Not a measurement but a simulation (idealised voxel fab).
process module | voxel lift off
cross-section cut | 190 nm wide | cells 5 nm
A cross-section is a grid of square cells, given in bands from the top down. A band is one or more rows of cells.
Each band's line starts with the height of the band's top and of its bottom, in nm. Then come its materials from left to right, each with its width in nm. One material with "throughout" fills the band from edge to edge. "air" is empty space.
Height 0 is the level under which the wafer as received is all one material. The lowest band goes on downwards, as in "0 down".
A width such as "30 to 40" changes by the same amount from each row of cells to the next, from the band's top row to its bottom row.
"no change" after a step means that no cell of the cross-section changed.
closed voids: empty space of 8 cells or more with no open way to the top, each as width x height at its distance from the left edge, in nm
after a step's settings: what the simulator itself notes on the step
overlay nm, on a step with a mask: how far to the right of its planned place the mask lay; to the left if negative
plan
1 op RECEIVE | material Si
2 op CONFORMAL_DEP | material SiN | thk nm 15
3 op PATTERN | tone open | mask id LINES | material resist | width nm 25 | pitch nm 55 | thk nm 20 | overlay nm 0
4 op DIRECTIONAL_DEP | material Ru | thk nm 5
5 op STRIP | etch materials resist
6 op CONFORMAL_DEP | material SiCN | thk nm 5
as received, after step 1
  0 down: Si throughout
  closed voids: none
a wafer at the end: this start, this plan, one mistake
  25 to 20: air 25 | SiCN 35 | air 20 | SiCN 35 | air 20 | SiCN 35 | air 20
  20 to 15: SiCN 30 | Ru 25 | SiCN 30 | Ru 25 | SiCN 30 | Ru 25 | SiCN 25
  15 to 0: SiN throughout
  0 down: Si throughout
  closed voids: none
what went wrong: step 3 ran as: op PATTERN | tone open | mask id LINES | material resist | width nm 25 | pitch nm 55 | thk nm 20 | overlay nm 5
